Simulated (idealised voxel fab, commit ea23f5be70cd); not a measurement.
Documented hereafter: the process module known as voxel gate over fins.
For reference, the cross-section in this document is cut, with width 270 nm and square cells of 5 nm.
Cross-section = grid of square cells, listed top down in bands; band = one or more rows. This entry defines a band. It first specifies the height of the band's top and the height of its bottom in nm, and then specifies the band's materials from left to right, stating each material with its width in nm. The word "edge to edge" identifies a single material that fills the band from edge to edge, while the word "air" identifies empty space. Beneath 0, the wafer as received is one material, and that level is where height counting begins. The lowest band goes on downward without a bottom; it is written like "0..down". You'd read "30..40" like this: the band's top row of cells is as wide as the first number, its bottom row is as wide as the second, and going down, every row changes width by the same amount as the row before did. Where the words "no modification" appear for a step, the cross-section shows no cell changed by that step; every cell remained as before. What "Enclosed voids" gives you is every empty space of 8 cells or more that is cut off from the top. Each appears as width x height at distance, with the distance taken from the left edge and width, height and distance all in nm. Step line, after settings: the simulator's comment on this step. "overlay nm" answers the question of how far to the right of plan the mask lay on a step that has a mask, and when it is negative the answer is to the left.

LIST OF PLANNED PROCESS STEPS
| 1 | RECEIVE | material Si |
| 2 | CONFORMAL_DEP | material SiN | thk nm 5 |
| 3 | MASKED_ETCH | tone cover | mask id FINS | width nm 15 | pitch nm 55 | etch materials SiN | depth nm 5 | overlay nm 0 |
| 4 | MASKED_ETCH | tone cover | mask id FINS | width nm 15 | pitch nm 55 | etch materials Si | depth nm 30 | overlay nm 0 |
| 5 | FILL_DEP | material SiO2 | thk nm 15 |
| 6 | CMP | height nm 5 |
| 7 | DIRECTIONAL_DEP | material aC | thk nm 15 |
| 8 | PATTERN | tone open | mask id RAIL | material resist | width nm 15 | thk nm 35 | overlay nm 0 |
| 9 | DIRECTIONAL_ETCH | etch materials aC | depth nm 15 |
| 10 | STRIP | etch materials resist |
| 11 | DIRECTIONAL_ETCH | etch materials SiO2 | depth nm 30 |
| 12 | STRIP | etch materials aC |
| 13 | CONFORMAL_DEP | material TiN | thk nm 5 |
| 14 | FILL_DEP | material Ru | thk nm 5 |
| 15 | CMP | height nm 5 |
| 16 | SELECTIVE_ETCH | etch materials W Ru TiN | depth nm 25 |
| 17 | FILL_DEP | material SiO2 | thk nm 5 |
| 18 | CMP | height nm 5 |
| 19 | SELECTIVE_ETCH | etch materials SiO2 | depth nm 20 |
| 20 | STRIP | etch materials SiN |
| 21 | CONFORMAL_DEP | material HfO2 | thk nm 5 |
| 22 | CONFORMAL_DEP | material TiN | thk nm 5 |
| 23 | FILL_DEP | material W | thk nm 10 |
| 24 | CMP | height nm 15 |
| 25 | CONFORMAL_DEP | material SiN | thk nm 10 |

HERE'S WHAT THE WAFER LOOKED LIKE IN CROSS-SECTION WHEN IT ARRIVED - THAT'S AFTER STEP 1
  0..down = Si edge to edge
  Enclosed voids: none

STARTING STRUCTURE AND PROCESS PLAN ARE AS SHOWN ABOVE, BUT ONE MISTAKE WAS MADE IN RUNNING THE MODULE; THE WAFER CROSS-SECTION AT THE END OF THE MODULE FOLLOWS
  25..15 = SiN edge to edge
  15..10 = W edge to edge
  10..5 = W 90 | TiN 35 | W 20 | TiN 35 | W 90
  5..0 = W 90 | TiN 5 | HfO2 25 | TiN 5 | W 20 | TiN 5 | HfO2 25 | TiN 5 | W 90
  0..-5 = W 90 | TiN 5 | HfO2 5 | Si 15 | HfO2 5 | TiN 5 | W 20 | TiN 5 | HfO2 5 | Si 15 | HfO2 5 | TiN 5 | W 90
  -5..-10 = TiN 95 | HfO2 5 | Si 15 | HfO2 5 | TiN 30 | HfO2 5 | Si 15 | HfO2 5 | TiN 95
  -10..-15 = HfO2 100 | Si 15 | HfO2 40 | Si 15 | HfO2 100
  -15..-20 = SiO2 100 | Si 15 | SiO2 40 | Si 15 | SiO2 100
  -20..-25 = SiO2 100 | Si 15 | SiO2 20 | TiN 15 | SiO2 5 | Si 15 | SiO2 100
  -25..-30 = SiO2 100 | Si 15 | SiO2 40 | Si 15 | SiO2 100
  -30..down = Si edge to edge
  Enclosed voids: none
Deviation from plan: step 8, actual vs plan mismatch, actual run PATTERN | tone open | mask id RAIL | material resist | width nm 15 | thk nm 35 | overlay nm 10
